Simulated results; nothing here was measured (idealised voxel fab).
Herein follows the process module entitled voxel ribs on slabs.
The width of the displayed cross-section, cut, is 205 nm; its cells are square, with a size of 5 nm.
Format of a cross-section: grid, square cells. Given as bands. Order: top down. Band: one or more rows of cells. Band: top and bottom heights (nm) first, top before bottom; then materials from left to right, widths in nm. "full width" marks a sole material filling the band edge to edge. "blank" denotes empty space. The reference from which all heights are counted is 0, the level beneath which the as-received wafer is entirely one material; the lowest band, having no lower bound, proceeds downward and is written after the example "0 nm and below". Read "30->40" as a graded width: first number on top, second number at the bottom, same change between each pair of neighbouring rows. It should be understood that the words "all unchanged", when stated for a given step, signify that the cross-section underwent no change in any of its cells during that step. You'll see "Enclosed internal voids" listing empty spaces that have no way open to the top, as long as they're 8 cells or more; the notation is width x height at distance, where the distance is from the left edge, and all of it is in nm. Whatever follows a step's settings on its line is a remark the simulator itself makes about that step. The "overlay nm" setting may appear on a step's line; for a step that uses a mask, it gives how far to the right of its planned position the mask lay, and a negative value indicates the left.
# Below is the list of planned process steps
step 1: op RECEIVE | material Si
step 2: op DIRECTIONAL_DEP | material SiO2 | thk nm 30
step 3: op DIRECTIONAL_DEP | material polySi | thk nm 15
step 4: op PATTERN | tone cover | mask id RIB | material resist | width nm 30 | thk nm 20 | overlay nm 0
step 5: op DIRECTIONAL_ETCH | etch materials polySi | depth nm 5
step 6: op STRIP | etch materials resist
step 7: op PATTERN | tone cover | mask id SLAB | material resist | width nm 80 | thk nm 20 | overlay nm 0
step 8: op DIRECTIONAL_ETCH | etch materials polySi | depth nm 10
step 9: op STRIP | etch materials resist
step 10: op FILL_DEP | material SiO2 | thk nm 20
step 11: op CMP | height nm 60
step 12: op DIRECTIONAL_DEP | material TiN | thk nm 10
step 13: op DIRECTIONAL_DEP | material aC | thk nm 15
step 14: op PATTERN | tone cover | mask id HEATER | material resist | width nm 40 | thk nm 35 | overlay nm 0
step 15: op DIRECTIONAL_ETCH | etch materials aC | depth nm 15
step 16: op STRIP | etch materials resist
step 17: op DIRECTIONAL_ETCH | etch materials TiN | depth nm 10
step 18: op STRIP | etch materials aC
step 19: op CONFORMAL_DEP | material SiN | thk nm 5
# Here's what the wafer looked like in cross-section when it arrived - that's after step 1
    0 nm and below = Si full width
    Enclosed internal voids: none
# Cross-section: first of two wafers, module finished, run according to plan
    75 nm to 70 nm = 75 nm blank; 50 nm SiN; 80 nm blank
    70 nm to 65 nm = 75 nm blank; 5 nm SiN; 40 nm TiN; 5 nm SiN; 80 nm blank
    65 nm to 60 nm = 80 nm SiN; 40 nm TiN; 85 nm SiN
    60 nm to 45 nm = SiO2 full width
    45 nm to 40 nm = 85 nm SiO2; 30 nm polySi; 90 nm SiO2
    40 nm to 30 nm = 60 nm SiO2; 80 nm polySi; 65 nm SiO2
    30 nm to 0 nm = SiO2 full width
    0 nm and below = Si full width
    Enclosed internal voids: none
# Presented here is a cross-section of the second of the two wafers as it stood at the end of the module. It was started in the same manner and assigned the same plan as the first wafer; however, one mistake was made in its execution
    75 nm to 70 nm = 85 nm SiN; 30 nm blank; 90 nm SiN
    70 nm to 65 nm = 80 nm TiN; 5 nm SiN; 30 nm blank; 5 nm SiN; 85 nm TiN
    65 nm to 60 nm = 80 nm TiN; 40 nm SiN; 85 nm TiN
    60 nm to 45 nm = SiO2 full width
    45 nm to 40 nm = 85 nm SiO2; 30 nm polySi; 90 nm SiO2
    40 nm to 30 nm = 60 nm SiO2; 80 nm polySi; 65 nm SiO2
    30 nm to 0 nm = SiO2 full width
    0 nm and below = Si full width
    Enclosed internal voids: none
Which mistake was made when the wafer was run? rather than as planned, step 14 actually ran as op PATTERN | tone open | mask id HEATER | material resist | width nm 40 | thk nm 35 | overlay nm 0
Final wafer comparison in cells, second versus first, more or fewer per material: TiN: 50 more
